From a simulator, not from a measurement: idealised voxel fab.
Proc. module: voxel wiring stack
250 nm wide, 5 nm square cells: that's cross-section cut.
In this document a cross-section is written as a grid of square cells. It is given as a series of bands, listed from the top down, and a band is one or more rows of cells. Top height, bottom height, nm. Materials left to right, width each, nm. Single material + "all across" = fills band edge to edge. "empty" = empty. Heights from 0 (as-received wafer is one material below). Bottom band endless downward, as "from 0 down". It should be noted that a width expressed as "30 to 40" varies in equal increments from row to row of cells within the band, taking the value of the first number at the top row and that of the second number at the bottom row. "remains unaltered", as given for a step, is the statement that not any cell of the cross-section underwent a change during that step. You'll see "Closed void inventory" listing empty spaces that have no way open to the top, as long as they're 8 cells or more; the notation is width x height at distance, where the distance is from the left edge, and all of it is in nm. Where a step's line continues beyond its settings, the continuation is a remark by the simulator itself on that step. overlay nm, on a step with a mask: how far to the right of its planned place the mask lay; to the left if negative.
### The steps planned for the process are as follows
1 RECEIVE,material Si
2 CONFORMAL_DEP,material SiO2,thk nm 10
3 CONFORMAL_DEP,material SiCN,thk nm 5
4 DIRECTIONAL_DEP,material lowk,thk nm 15
5 DIRECTIONAL_DEP,material aC,thk nm 15
6 PATTERN,tone open,mask id METAL_1,material resist,width nm 20,pitch nm 40,thk nm 35,overlay nm 0
7 DIRECTIONAL_ETCH,etch materials aC,depth nm 15
8 STRIP,etch materials resist
9 DIRECTIONAL_ETCH,etch materials lowk,depth nm 15
10 DIRECTIONAL_ETCH,etch materials SiCN,depth nm 5
11 STRIP,etch materials aC
12 CONFORMAL_DEP,material TiN,thk nm 5
13 FILL_DEP,material W,thk nm 5
14 CMP,height nm 30
15 CONFORMAL_DEP,material SiCN,thk nm 5
16 DIRECTIONAL_DEP,material SiO2,thk nm 10
17 DIRECTIONAL_DEP,material aC,thk nm 10
18 PATTERN,tone open,mask id PLUG_1,material resist,width nm 15,pitch nm 40,thk nm 30,overlay nm 0
19 DIRECTIONAL_ETCH,etch materials aC,depth nm 10
20 STRIP,etch materials resist
21 DIRECTIONAL_ETCH,etch materials SiO2,depth nm 10
22 DIRECTIONAL_ETCH,etch materials SiCN,depth nm 5
23 STRIP,etch materials aC
24 CONFORMAL_DEP,material TiN,thk nm 5
25 FILL_DEP,material Cu,thk nm 10
26 CMP,height nm 45
27 CONFORMAL_DEP,material SiCN,thk nm 5
28 DIRECTIONAL_DEP,material SiO2,thk nm 15
29 DIRECTIONAL_DEP,material aC,thk nm 15
30 PATTERN,tone open,mask id METAL_2,material resist,width nm 20,pitch nm 40,thk nm 35,overlay nm 0
31 DIRECTIONAL_ETCH,etch materials aC,depth nm 15
32 STRIP,etch materials resist
33 DIRECTIONAL_ETCH,etch materials SiO2,depth nm 15
34 DIRECTIONAL_ETCH,etch materials SiCN,depth nm 5
35 STRIP,etch materials aC
36 CONFORMAL_DEP,material TiN,thk nm 5
37 FILL_DEP,material Ru,thk nm 5
38 CMP,height nm 65
39 CONFORMAL_DEP,material SiCN,thk nm 5
40 DIRECTIONAL_DEP,material lowk,thk nm 35
41 DIRECTIONAL_DEP,material aC,thk nm 10
42 PATTERN,tone open,mask id METAL_3_HOLES,material resist,width nm 15,pitch nm 40,thk nm 25,overlay nm 0
43 DIRECTIONAL_ETCH,etch materials aC,depth nm 10
44 STRIP,etch materials resist
45 DIRECTIONAL_ETCH,etch materials lowk,depth nm 35
46 STRIP,etch materials aC
47 PATTERN,tone open,mask id METAL_3,material resist,width nm 20,pitch nm 40,thk nm 20,overlay nm 0
48 DIRECTIONAL_ETCH,etch materials lowk,depth nm 20
49 DIRECTIONAL_ETCH,etch materials SiCN,depth nm 5
50 STRIP,etch materials resist
51 CONFORMAL_DEP,material TiN,thk nm 5
52 FILL_DEP,material Cu,thk nm 5
53 CMP,height nm 105
54 CONFORMAL_DEP,material SiN,thk nm 5
### First of two wafers - as planned
### So this is the incoming wafer in cross-section - it's already been through step 1
* from 0 down: Si all across
* Closed void inventory: none
### Step 2 done - wafer cross-section
* from 10 to 0: SiO2 all across
* Below 0 it's all the same as before, nothing changed down there.
### Step 3 done - wafer cross-section
* from 15 to 10: SiCN all across
* Below 10 it's all the same as before, nothing changed down there.
### Step 4 done - wafer cross-section
* from 30 to 15: lowk all across
* Below 15 it's all the same as before, nothing changed down there.
### Step 5 done - wafer cross-section
* from 45 to 30: aC all across
* Below 30 it's all the same as before, nothing changed down there.
### Step 6 done - wafer cross-section
* from 80 to 45: resist=75  empty=20  resist=20  empty=20  resist=20  empty=20  resist=75
* Below 45 it's all the same as before, nothing changed down there.
### Step 7 done - wafer cross-section
* from 65 to 45: resist=75  empty=20  resist=20  empty=20  resist=20  empty=20  resist=75
* from 45 to 30: aC=75  empty=20  aC=20  empty=20  aC=20  empty=20  aC=75
* Below 30 it's all the same as before, nothing changed down there.
### Step 8 done - wafer cross-section
* from 45 to 30: aC=75  empty=20  aC=20  empty=20  aC=20  empty=20  aC=75
* Below 30 it's all the same as before, nothing changed down there.
### Step 9 done - wafer cross-section
* from 45 to 30: aC=75  empty=20  aC=20  empty=20  aC=20  empty=20  aC=75
* from 30 to 15: lowk=75  empty=20  lowk=20  empty=20  lowk=20  empty=20  lowk=75
* Below 15 it's all the same as before, nothing changed down there.
### Step 10 done - wafer cross-section
* from 45 to 30: aC=75  empty=20  aC=20  empty=20  aC=20  empty=20  aC=75
* from 30 to 15: lowk=75  empty=20  lowk=20  empty=20  lowk=20  empty=20  lowk=75
* from 15 to 10: SiCN=75  empty=20  SiCN=20  empty=20  SiCN=20  empty=20  SiCN=75
* Below 10 it's all the same as before, nothing changed down there.
### Step 11 done - wafer cross-section
* from 30 to 15: lowk=75  empty=20  lowk=20  empty=20  lowk=20  empty=20  lowk=75
* Below 15 it's all the same as before, nothing changed down there.
### Step 12 done - wafer cross-section
* from 35 to 30: TiN=80  empty=10  TiN=30  empty=10  TiN=30  empty=10  TiN=80
* from 30 to 15: lowk=75  TiN=5  empty=10  TiN=5  lowk=20  TiN=5  empty=10  TiN=5  lowk=20  TiN=5  empty=10  TiN=5  lowk=75
* from 15 to 10: SiCN=75  TiN=20  SiCN=20  TiN=20  SiCN=20  TiN=20  SiCN=75
* Below 10 it's all the same as before, nothing changed down there.
### Step 13 done - wafer cross-section
* from 40 to 35: W all across
* from 35 to 30: TiN=80  W=10  TiN=30  W=10  TiN=30  W=10  TiN=80
* from 30 to 15: lowk=75  TiN=5  W=10  TiN=5  lowk=20  TiN=5  W=10  TiN=5  lowk=20  TiN=5  W=10  TiN=5  lowk=75
* Below 15 it's all the same as before, nothing changed down there.
### Step 14 done - wafer cross-section
* from 30 to 15: lowk=75  TiN=5  W=10  TiN=5  lowk=20  TiN=5  W=10  TiN=5  lowk=20  TiN=5  W=10  TiN=5  lowk=75
* Below 15 it's all the same as before, nothing changed down there.
### Step 15 done - wafer cross-section
* from 35 to 30: SiCN all across
* Below 30 it's all the same as before, nothing changed down there.
### Step 16 done - wafer cross-section
* from 45 to 35: SiO2 all across
* Below 35 it's all the same as before, nothing changed down there.
### Step 17 done - wafer cross-section
* from 55 to 45: aC all across
* Below 45 it's all the same as before, nothing changed down there.
### Step 18 done - wafer cross-section
* from 85 to 55: resist=75  empty=15  resist=25  empty=15  resist=25  empty=15  resist=80
* Below 55 it's all the same as before, nothing changed down there.
### Step 19 done - wafer cross-section
* from 75 to 55: resist=75  empty=15  resist=25  empty=15  resist=25  empty=15  resist=80
* from 55 to 45: aC=75  empty=15  aC=25  empty=15  aC=25  empty=15  aC=80
* Below 45 it's all the same as before, nothing changed down there.
### Step 20 done - wafer cross-section
* from 55 to 45: aC=75  empty=15  aC=25  empty=15  aC=25  empty=15  aC=80
* Below 45 it's all the same as before, nothing changed down there.
### Step 21 done - wafer cross-section
* from 55 to 45: aC=75  empty=15  aC=25  empty=15  aC=25  empty=15  aC=80
* from 45 to 35: SiO2=75  empty=15  SiO2=25  empty=15  SiO2=25  empty=15  SiO2=80
* Below 35 it's all the same as before, nothing changed down there.
### Step 22 done - wafer cross-section
* from 55 to 45: aC=75  empty=15  aC=25  empty=15  aC=25  empty=15  aC=80
* from 45 to 35: SiO2=75  empty=15  SiO2=25  empty=15  SiO2=25  empty=15  SiO2=80
* from 35 to 30: SiCN=75  empty=15  SiCN=25  empty=15  SiCN=25  empty=15  SiCN=80
* Below 30 it's all the same as before, nothing changed down there.
### Step 23 done - wafer cross-section
* from 45 to 35: SiO2=75  empty=15  SiO2=25  empty=15  SiO2=25  empty=15  SiO2=80
* Below 35 it's all the same as before, nothing changed down there.
### Step 24 done - wafer cross-section
* from 50 to 45: TiN=80  empty=5  TiN=35  empty=5  TiN=35  empty=5  TiN=85
* from 45 to 35: SiO2=75  TiN=5  empty=5  TiN=5  SiO2=25  TiN=5  empty=5  TiN=5  SiO2=25  TiN=5  empty=5  TiN=5  SiO2=80
* from 35 to 30: SiCN=75  TiN=15  SiCN=25  TiN=15  SiCN=25  TiN=15  SiCN=80
* Below 30 it's all the same as before, nothing changed down there.
### Step 25 done - wafer cross-section
* from 60 to 50: Cu all across
* from 50 to 45: TiN=80  Cu=5  TiN=35  Cu=5  TiN=35  Cu=5  TiN=85
* from 45 to 35: SiO2=75  TiN=5  Cu=5  TiN=5  SiO2=25  TiN=5  Cu=5  TiN=5  SiO2=25  TiN=5  Cu=5  TiN=5  SiO2=80
* Below 35 it's all the same as before, nothing changed down there.
### Step 26 done - wafer cross-section
* from 45 to 35: SiO2=75  TiN=5  Cu=5  TiN=5  SiO2=25  TiN=5  Cu=5  TiN=5  SiO2=25  TiN=5  Cu=5  TiN=5  SiO2=80
* Below 35 it's all the same as before, nothing changed down there.
### Step 27 done - wafer cross-section
* from 50 to 45: SiCN all across
* Below 45 it's all the same as before, nothing changed down there.
### Step 28 done - wafer cross-section
* from 65 to 50: SiO2 all across
* Below 50 it's all the same as before, nothing changed down there.
### Step 29 done - wafer cross-section
* from 80 to 65: aC all across
* Below 65 it's all the same as before, nothing changed down there.
### Step 30 done - wafer cross-section
* from 115 to 80: resist=75  empty=20  resist=20  empty=20  resist=20  empty=20  resist=75
* Below 80 it's all the same as before, nothing changed down there.
### Step 31 done - wafer cross-section
* from 100 to 80: resist=75  empty=20  resist=20  empty=20  resist=20  empty=20  resist=75
* from 80 to 65: aC=75  empty=20  aC=20  empty=20  aC=20  empty=20  aC=75
* Below 65 it's all the same as before, nothing changed down there.
### Step 32 done - wafer cross-section
* from 80 to 65: aC=75  empty=20  aC=20  empty=20  aC=20  empty=20  aC=75
* Below 65 it's all the same as before, nothing changed down there.
### Step 33 done - wafer cross-section
* from 80 to 65: aC=75  empty=20  aC=20  empty=20  aC=20  empty=20  aC=75
* from 65 to 50: SiO2=75  empty=20  SiO2=20  empty=20  SiO2=20  empty=20  SiO2=75
* Below 50 it's all the same as before, nothing changed down there.
### Step 34 done - wafer cross-section
* from 80 to 65: aC=75  empty=20  aC=20  empty=20  aC=20  empty=20  aC=75
* from 65 to 50: SiO2=75  empty=20  SiO2=20  empty=20  SiO2=20  empty=20  SiO2=75
* from 50 to 45: SiCN=75  empty=20  SiCN=20  empty=20  SiCN=20  empty=20  SiCN=75
* Below 45 it's all the same as before, nothing changed down there.
### Step 35 done - wafer cross-section
* from 65 to 50: SiO2=75  empty=20  SiO2=20  empty=20  SiO2=20  empty=20  SiO2=75
* Below 50 it's all the same as before, nothing changed down there.
### Step 36 done - wafer cross-section
* from 70 to 65: TiN=80  empty=10  TiN=30  empty=10  TiN=30  empty=10  TiN=80
* from 65 to 50: SiO2=75  TiN=5  empty=10  TiN=5  SiO2=20  TiN=5  empty=10  TiN=5  SiO2=20  TiN=5  empty=10  TiN=5  SiO2=75
* from 50 to 45: SiCN=75  TiN=20  SiCN=20  TiN=20  SiCN=20  TiN=20  SiCN=75
* Below 45 it's all the same as before, nothing changed down there.
### Step 37 done - wafer cross-section
* from 75 to 70: Ru all across
* from 70 to 65: TiN=80  Ru=10  TiN=30  Ru=10  TiN=30  Ru=10  TiN=80
* from 65 to 50: SiO2=75  TiN=5  Ru=10  TiN=5  SiO2=20  TiN=5  Ru=10  TiN=5  SiO2=20  TiN=5  Ru=10  TiN=5  SiO2=75
* Below 50 it's all the same as before, nothing changed down there.
### Step 38 done - wafer cross-section
* from 65 to 50: SiO2=75  TiN=5  Ru=10  TiN=5  SiO2=20  TiN=5  Ru=10  TiN=5  SiO2=20  TiN=5  Ru=10  TiN=5  SiO2=75
* Below 50 it's all the same as before, nothing changed down there.
### Step 39 done - wafer cross-section
* from 70 to 65: SiCN all across
* Below 65 it's all the same as before, nothing changed down there.
### Step 40 done - wafer cross-section
* from 105 to 70: lowk all across
* Below 70 it's all the same as before, nothing changed down there.
### Step 41 done - wafer cross-section
* from 115 to 105: aC all across
* Below 105 it's all the same as before, nothing changed down there.
### Step 42 done - wafer cross-section
* from 140 to 115: resist=75  empty=15  resist=25  empty=15  resist=25  empty=15  resist=80
* Below 115 it's all the same as before, nothing changed down there.
### Step 43 done - wafer cross-section
* from 130 to 115: resist=75  empty=15  resist=25  empty=15  resist=25  empty=15  resist=80
* from 115 to 105: aC=75  empty=15  aC=25  empty=15  aC=25  empty=15  aC=80
* Below 105 it's all the same as before, nothing changed down there.
### Step 44 done - wafer cross-section
* from 115 to 105: aC=75  empty=15  aC=25  empty=15  aC=25  empty=15  aC=80
* Below 105 it's all the same as before, nothing changed down there.
### Step 45 done - wafer cross-section
* from 115 to 105: aC=75  empty=15  aC=25  empty=15  aC=25  empty=15  aC=80
* from 105 to 70: lowk=75  empty=15  lowk=25  empty=15  lowk=25  empty=15  lowk=80
* Below 70 it's all the same as before, nothing changed down there.
### Step 46 done - wafer cross-section
* from 105 to 70: lowk=75  empty=15  lowk=25  empty=15  lowk=25  empty=15  lowk=80
* Below 70 it's all the same as before, nothing changed down there.
### Step 47 done - wafer cross-section
* from 125 to 105: resist=75  empty=20  resist=20  empty=20  resist=20  empty=20  resist=75
* Below 105 it's all the same as before, nothing changed down there.
### Step 48 done - wafer cross-section
* from 125 to 105: resist=75  empty=20  resist=20  empty=20  resist=20  empty=20  resist=75
* from 105 to 85: lowk=75  empty=20  lowk=20  empty=20  lowk=20  empty=20  lowk=75
* Below 85 it's all the same as before, nothing changed down there.
### Step 49 done - wafer cross-section
* from 125 to 105: resist=75  empty=20  resist=20  empty=20  resist=20  empty=20  resist=75
* from 105 to 85: lowk=75  empty=20  lowk=20  empty=20  lowk=20  empty=20  lowk=75
* from 85 to 70: lowk=75  empty=15  lowk=25  empty=15  lowk=25  empty=15  lowk=80
* from 70 to 65: SiCN=75  empty=15  SiCN=25  empty=15  SiCN=25  empty=15  SiCN=80
* Below 65 it's all the same as before, nothing changed down there.
### Step 50 done - wafer cross-section
* from 105 to 85: lowk=75  empty=20  lowk=20  empty=20  lowk=20  empty=20  lowk=75
* Below 85 it's all the same as before, nothing changed down there.
### Step 51 done - wafer cross-section
* from 110 to 105: TiN=80  empty=10  TiN=30  empty=10  TiN=30  empty=10  TiN=80
* from 105 to 90: lowk=75  TiN=5  empty=10  TiN=5  lowk=20  TiN=5  empty=10  TiN=5  lowk=20  TiN=5  empty=10  TiN=5  lowk=75
* from 90 to 85: lowk=75  TiN=5  empty=5  TiN=10  lowk=20  TiN=5  empty=5  TiN=10  lowk=20  TiN=5  empty=5  TiN=10  lowk=75
* from 85 to 70: lowk=75  TiN=5  empty=5  TiN=5  lowk=25  TiN=5  empty=5  TiN=5  lowk=25  TiN=5  empty=5  TiN=5  lowk=80
* from 70 to 65: SiCN=75  TiN=15  SiCN=25  TiN=15  SiCN=25  TiN=15  SiCN=80
* Below 65 it's all the same as before, nothing changed down there.
### Step 52 done - wafer cross-section
* from 115 to 110: Cu all across
* from 110 to 105: TiN=80  Cu=10  TiN=30  Cu=10  TiN=30  Cu=10  TiN=80
* from 105 to 90: lowk=75  TiN=5  Cu=10  TiN=5  lowk=20  TiN=5  Cu=10  TiN=5  lowk=20  TiN=5  Cu=10  TiN=5  lowk=75
* from 90 to 85: lowk=75  TiN=5  Cu=5  TiN=10  lowk=20  TiN=5  Cu=5  TiN=10  lowk=20  TiN=5  Cu=5  TiN=10  lowk=75
* from 85 to 70: lowk=75  TiN=5  Cu=5  TiN=5  lowk=25  TiN=5  Cu=5  TiN=5  lowk=25  TiN=5  Cu=5  TiN=5  lowk=80
* Below 70 it's all the same as before, nothing changed down there.
### Step 53 done - wafer cross-section
* from 105 to 90: lowk=75  TiN=5  Cu=10  TiN=5  lowk=20  TiN=5  Cu=10  TiN=5  lowk=20  TiN=5  Cu=10  TiN=5  lowk=75
* Below 90 it's all the same as before, nothing changed down there.
### Step 54 done - wafer cross-section
* from 110 to 105: SiN all across
* Below 105 it's all the same as before, nothing changed down there.
### Second of two: same start, same plan, one run error; steps up to and including 1 match the first
### Second wafer shown in cross-section at the time step 2 was slated to end
* from 5 to 0: SiCN all across
* Below 0 it's all the same as before, nothing changed down there.
### Second wafer shown in cross-section at the time step 3 was slated to end
* from 15 to 5: SiO2 all across
* Below 5 it's all the same as before, nothing changed down there.
### Second wafer shown in cross-section at the time step 4 was slated to end
* from 30 to 15: lowk all across
* Below 15 it's all the same as before, nothing changed down there.
### Second wafer shown in cross-section at the time step 5 was slated to end
* from 45 to 30: aC all across
* Below 30 it's all the same as before, nothing changed down there.
### Second wafer shown in cross-section at the time step 6 was slated to end
* from 80 to 45: resist=75  empty=20  resist=20  empty=20  resist=20  empty=20  resist=75
* Below 45 it's all the same as before, nothing changed down there.
### Second wafer shown in cross-section at the time step 7 was slated to end
* from 65 to 45: resist=75  empty=20  resist=20  empty=20  resist=20  empty=20  resist=75
* from 45 to 30: aC=75  empty=20  aC=20  empty=20  aC=20  empty=20  aC=75
* Below 30 it's all the same as before, nothing changed down there.
### Second wafer shown in cross-section at the time step 8 was slated to end
* from 45 to 30: aC=75  empty=20  aC=20  empty=20  aC=20  empty=20  aC=75
* Below 30 it's all the same as before, nothing changed down there.
### Second wafer shown in cross-section at the time step 9 was slated to end
* from 45 to 30: aC=75  empty=20  aC=20  empty=20  aC=20  empty=20  aC=75
* from 30 to 15: lowk=75  empty=20  lowk=20  empty=20  lowk=20  empty=20  lowk=75
* Below 15 it's all the same as before, nothing changed down there.
Second wafer shown in cross-section at the time step 10 was slated to end: remains unaltered
### Second wafer shown in cross-section at the time step 11 was slated to end
* from 30 to 15: lowk=75  empty=20  lowk=20  empty=20  lowk=20  empty=20  lowk=75
* Below 15 it's all the same as before, nothing changed down there.
### Second wafer shown in cross-section at the time step 12 was slated to end
* from 35 to 30: TiN=80  empty=10  TiN=30  empty=10  TiN=30  empty=10  TiN=80
* from 30 to 20: lowk=75  TiN=5  empty=10  TiN=5  lowk=20  TiN=5  empty=10  TiN=5  lowk=20  TiN=5  empty=10  TiN=5  lowk=75
* from 20 to 15: lowk=75  TiN=20  lowk=20  TiN=20  lowk=20  TiN=20  lowk=75
* Below 15 it's all the same as before, nothing changed down there.
### Second wafer shown in cross-section at the time step 13 was slated to end
* from 40 to 35: W all across
* from 35 to 30: TiN=80  W=10  TiN=30  W=10  TiN=30  W=10  TiN=80
* from 30 to 20: lowk=75  TiN=5  W=10  TiN=5  lowk=20  TiN=5  W=10  TiN=5  lowk=20  TiN=5  W=10  TiN=5  lowk=75
* Below 20 it's all the same as before, nothing changed down there.
### Second wafer shown in cross-section at the time step 14 was slated to end
* from 30 to 20: lowk=75  TiN=5  W=10  TiN=5  lowk=20  TiN=5  W=10  TiN=5  lowk=20  TiN=5  W=10  TiN=5  lowk=75
* Below 20 it's all the same as before, nothing changed down there.
### Second wafer shown in cross-section at the time step 15 was slated to end
* from 35 to 30: SiCN all across
* Below 30 it's all the same as before, nothing changed down there.
### Second wafer shown in cross-section at the time step 16 was slated to end
* from 45 to 35: SiO2 all across
* Below 35 it's all the same as before, nothing changed down there.
### Second wafer shown in cross-section at the time step 17 was slated to end
* from 55 to 45: aC all across
* Below 45 it's all the same as before, nothing changed down there.
### Second wafer shown in cross-section at the time step 18 was slated to end
* from 85 to 55: resist=75  empty=15  resist=25  empty=15  resist=25  empty=15  resist=80
* Below 55 it's all the same as before, nothing changed down there.
### Second wafer shown in cross-section at the time step 19 was slated to end
* from 75 to 55: resist=75  empty=15  resist=25  empty=15  resist=25  empty=15  resist=80
* from 55 to 45: aC=75  empty=15  aC=25  empty=15  aC=25  empty=15  aC=80
* Below 45 it's all the same as before, nothing changed down there.
### Second wafer shown in cross-section at the time step 20 was slated to end
* from 55 to 45: aC=75  empty=15  aC=25  empty=15  aC=25  empty=15  aC=80
* Below 45 it's all the same as before, nothing changed down there.
### Second wafer shown in cross-section at the time step 21 was slated to end
* from 55 to 45: aC=75  empty=15  aC=25  empty=15  aC=25  empty=15  aC=80
* from 45 to 35: SiO2=75  empty=15  SiO2=25  empty=15  SiO2=25  empty=15  SiO2=80
* Below 35 it's all the same as before, nothing changed down there.
### Second wafer shown in cross-section at the time step 22 was slated to end
* from 55 to 45: aC=75  empty=15  aC=25  empty=15  aC=25  empty=15  aC=80
* from 45 to 35: SiO2=75  empty=15  SiO2=25  empty=15  SiO2=25  empty=15  SiO2=80
* from 35 to 30: SiCN=75  empty=15  SiCN=25  empty=15  SiCN=25  empty=15  SiCN=80
* Below 30 it's all the same as before, nothing changed down there.
### Second wafer shown in cross-section at the time step 23 was slated to end
* from 45 to 35: SiO2=75  empty=15  SiO2=25  empty=15  SiO2=25  empty=15  SiO2=80
* Below 35 it's all the same as before, nothing changed down there.
### Second wafer shown in cross-section at the time step 24 was slated to end
* from 50 to 45: TiN=80  empty=5  TiN=35  empty=5  TiN=35  empty=5  TiN=85
* from 45 to 35: SiO2=75  TiN=5  empty=5  TiN=5  SiO2=25  TiN=5  empty=5  TiN=5  SiO2=25  TiN=5  empty=5  TiN=5  SiO2=80
* from 35 to 30: SiCN=75  TiN=15  SiCN=25  TiN=15  SiCN=25  TiN=15  SiCN=80
* Below 30 it's all the same as before, nothing changed down there.
### Second wafer shown in cross-section at the time step 25 was slated to end
* from 60 to 50: Cu all across
* from 50 to 45: TiN=80  Cu=5  TiN=35  Cu=5  TiN=35  Cu=5  TiN=85
* from 45 to 35: SiO2=75  TiN=5  Cu=5  TiN=5  SiO2=25  TiN=5  Cu=5  TiN=5  SiO2=25  TiN=5  Cu=5  TiN=5  SiO2=80
* Below 35 it's all the same as before, nothing changed down there.
### Second wafer shown in cross-section at the time step 26 was slated to end
* from 45 to 35: SiO2=75  TiN=5  Cu=5  TiN=5  SiO2=25  TiN=5  Cu=5  TiN=5  SiO2=25  TiN=5  Cu=5  TiN=5  SiO2=80
* Below 35 it's all the same as before, nothing changed down there.
### Second wafer shown in cross-section at the time step 27 was slated to end
* from 50 to 45: SiCN all across
* Below 45 it's all the same as before, nothing changed down there.
### Second wafer shown in cross-section at the time step 28 was slated to end
* from 65 to 50: SiO2 all across
* Below 50 it's all the same as before, nothing changed down there.
### Second wafer shown in cross-section at the time step 29 was slated to end
* from 80 to 65: aC all across
* Below 65 it's all the same as before, nothing changed down there.
### Second wafer shown in cross-section at the time step 30 was slated to end
* from 115 to 80: resist=75  empty=20  resist=20  empty=20  resist=20  empty=20  resist=75
* Below 80 it's all the same as before, nothing changed down there.
### Second wafer shown in cross-section at the time step 31 was slated to end
* from 100 to 80: resist=75  empty=20  resist=20  empty=20  resist=20  empty=20  resist=75
* from 80 to 65: aC=75  empty=20  aC=20  empty=20  aC=20  empty=20  aC=75
* Below 65 it's all the same as before, nothing changed down there.
### Second wafer shown in cross-section at the time step 32 was slated to end
* from 80 to 65: aC=75  empty=20  aC=20  empty=20  aC=20  empty=20  aC=75
* Below 65 it's all the same as before, nothing changed down there.
### Second wafer shown in cross-section at the time step 33 was slated to end
* from 80 to 65: aC=75  empty=20  aC=20  empty=20  aC=20  empty=20  aC=75
* from 65 to 50: SiO2=75  empty=20  SiO2=20  empty=20  SiO2=20  empty=20  SiO2=75
* Below 50 it's all the same as before, nothing changed down there.
### Second wafer shown in cross-section at the time step 34 was slated to end
* from 80 to 65: aC=75  empty=20  aC=20  empty=20  aC=20  empty=20  aC=75
* from 65 to 50: SiO2=75  empty=20  SiO2=20  empty=20  SiO2=20  empty=20  SiO2=75
* from 50 to 45: SiCN=75  empty=20  SiCN=20  empty=20  SiCN=20  empty=20  SiCN=75
* Below 45 it's all the same as before, nothing changed down there.
### Second wafer shown in cross-section at the time step 35 was slated to end
* from 65 to 50: SiO2=75  empty=20  SiO2=20  empty=20  SiO2=20  empty=20  SiO2=75
* Below 50 it's all the same as before, nothing changed down there.
### Second wafer shown in cross-section at the time step 36 was slated to end
* from 70 to 65: TiN=80  empty=10  TiN=30  empty=10  TiN=30  empty=10  TiN=80
* from 65 to 50: SiO2=75  TiN=5  empty=10  TiN=5  SiO2=20  TiN=5  empty=10  TiN=5  SiO2=20  TiN=5  empty=10  TiN=5  SiO2=75
* from 50 to 45: SiCN=75  TiN=20  SiCN=20  TiN=20  SiCN=20  TiN=20  SiCN=75
* Below 45 it's all the same as before, nothing changed down there.
### Second wafer shown in cross-section at the time step 37 was slated to end
* from 75 to 70: Ru all across
* from 70 to 65: TiN=80  Ru=10  TiN=30  Ru=10  TiN=30  Ru=10  TiN=80
* from 65 to 50: SiO2=75  TiN=5  Ru=10  TiN=5  SiO2=20  TiN=5  Ru=10  TiN=5  SiO2=20  TiN=5  Ru=10  TiN=5  SiO2=75
* Below 50 it's all the same as before, nothing changed down there.
### Second wafer shown in cross-section at the time step 38 was slated to end
* from 65 to 50: SiO2=75  TiN=5  Ru=10  TiN=5  SiO2=20  TiN=5  Ru=10  TiN=5  SiO2=20  TiN=5  Ru=10  TiN=5  SiO2=75
* Below 50 it's all the same as before, nothing changed down there.
### Second wafer shown in cross-section at the time step 39 was slated to end
* from 70 to 65: SiCN all across
* Below 65 it's all the same as before, nothing changed down there.
### Second wafer shown in cross-section at the time step 40 was slated to end
* from 105 to 70: lowk all across
* Below 70 it's all the same as before, nothing changed down there.
### Second wafer shown in cross-section at the time step 41 was slated to end
* from 115 to 105: aC all across
* Below 105 it's all the same as before, nothing changed down there.
### Second wafer shown in cross-section at the time step 42 was slated to end
* from 140 to 115: resist=75  empty=15  resist=25  empty=15  resist=25  empty=15  resist=80
* Below 115 it's all the same as before, nothing changed down there.
### Second wafer shown in cross-section at the time step 43 was slated to end
* from 130 to 115: resist=75  empty=15  resist=25  empty=15  resist=25  empty=15  resist=80
* from 115 to 105: aC=75  empty=15  aC=25  empty=15  aC=25  empty=15  aC=80
* Below 105 it's all the same as before, nothing changed down there.
### Second wafer shown in cross-section at the time step 44 was slated to end
* from 115 to 105: aC=75  empty=15  aC=25  empty=15  aC=25  empty=15  aC=80
* Below 105 it's all the same as before, nothing changed down there.
### Second wafer shown in cross-section at the time step 45 was slated to end
* from 115 to 105: aC=75  empty=15  aC=25  empty=15  aC=25  empty=15  aC=80
* from 105 to 70: lowk=75  empty=15  lowk=25  empty=15  lowk=25  empty=15  lowk=80
* Below 70 it's all the same as before, nothing changed down there.
### Second wafer shown in cross-section at the time step 46 was slated to end
* from 105 to 70: lowk=75  empty=15  lowk=25  empty=15  lowk=25  empty=15  lowk=80
* Below 70 it's all the same as before, nothing changed down there.
### Second wafer shown in cross-section at the time step 47 was slated to end
* from 125 to 105: resist=75  empty=20  resist=20  empty=20  resist=20  empty=20  resist=75
* Below 105 it's all the same as before, nothing changed down there.
### Second wafer shown in cross-section at the time step 48 was slated to end
* from 125 to 105: resist=75  empty=20  resist=20  empty=20  resist=20  empty=20  resist=75
* from 105 to 85: lowk=75  empty=20  lowk=20  empty=20  lowk=20  empty=20  lowk=75
* Below 85 it's all the same as before, nothing changed down there.
### Second wafer shown in cross-section at the time step 49 was slated to end
* from 125 to 105: resist=75  empty=20  resist=20  empty=20  resist=20  empty=20  resist=75
* from 105 to 85: lowk=75  empty=20  lowk=20  empty=20  lowk=20  empty=20  lowk=75
* from 85 to 70: lowk=75  empty=15  lowk=25  empty=15  lowk=25  empty=15  lowk=80
* from 70 to 65: SiCN=75  empty=15  SiCN=25  empty=15  SiCN=25  empty=15  SiCN=80
* Below 65 it's all the same as before, nothing changed down there.
### Second wafer shown in cross-section at the time step 50 was slated to end
* from 105 to 85: lowk=75  empty=20  lowk=20  empty=20  lowk=20  empty=20  lowk=75
* Below 85 it's all the same as before, nothing changed down there.
### Second wafer shown in cross-section at the time step 51 was slated to end
* from 110 to 105: TiN=80  empty=10  TiN=30  empty=10  TiN=30  empty=10  TiN=80
* from 105 to 90: lowk=75  TiN=5  empty=10  TiN=5  lowk=20  TiN=5  empty=10  TiN=5  lowk=20  TiN=5  empty=10  TiN=5  lowk=75
* from 90 to 85: lowk=75  TiN=5  empty=5  TiN=10  lowk=20  TiN=5  empty=5  TiN=10  lowk=20  TiN=5  empty=5  TiN=10  lowk=75
* from 85 to 70: lowk=75  TiN=5  empty=5  TiN=5  lowk=25  TiN=5  empty=5  TiN=5  lowk=25  TiN=5  empty=5  TiN=5  lowk=80
* from 70 to 65: SiCN=75  TiN=15  SiCN=25  TiN=15  SiCN=25  TiN=15  SiCN=80
* Below 65 it's all the same as before, nothing changed down there.
### Second wafer shown in cross-section at the time step 52 was slated to end
* from 115 to 110: Cu all across
* from 110 to 105: TiN=80  Cu=10  TiN=30  Cu=10  TiN=30  Cu=10  TiN=80
* from 105 to 90: lowk=75  TiN=5  Cu=10  TiN=5  lowk=20  TiN=5  Cu=10  TiN=5  lowk=20  TiN=5  Cu=10  TiN=5  lowk=75
* from 90 to 85: lowk=75  TiN=5  Cu=5  TiN=10  lowk=20  TiN=5  Cu=5  TiN=10  lowk=20  TiN=5  Cu=5  TiN=10  lowk=75
* from 85 to 70: lowk=75  TiN=5  Cu=5  TiN=5  lowk=25  TiN=5  Cu=5  TiN=5  lowk=25  TiN=5  Cu=5  TiN=5  lowk=80
* Below 70 it's all the same as before, nothing changed down there.
### Second wafer shown in cross-section at the time step 53 was slated to end
* from 105 to 90: lowk=75  TiN=5  Cu=10  TiN=5  lowk=20  TiN=5  Cu=10  TiN=5  lowk=20  TiN=5  Cu=10  TiN=5  lowk=75
* Below 90 it's all the same as before, nothing changed down there.
### Second wafer shown in cross-section at the time step 54 was slated to end
* from 110 to 105: SiN all across
* Below 105 it's all the same as before, nothing changed down there.
Against the plan, the run slipped here: the run placed steps 2 and 3 each in the position the plan gave to the other
Materials where the second wafer ends with more or fewer cells than the first: SiCN: 12 more, TiN: 6 fewer, W: 6 fewer
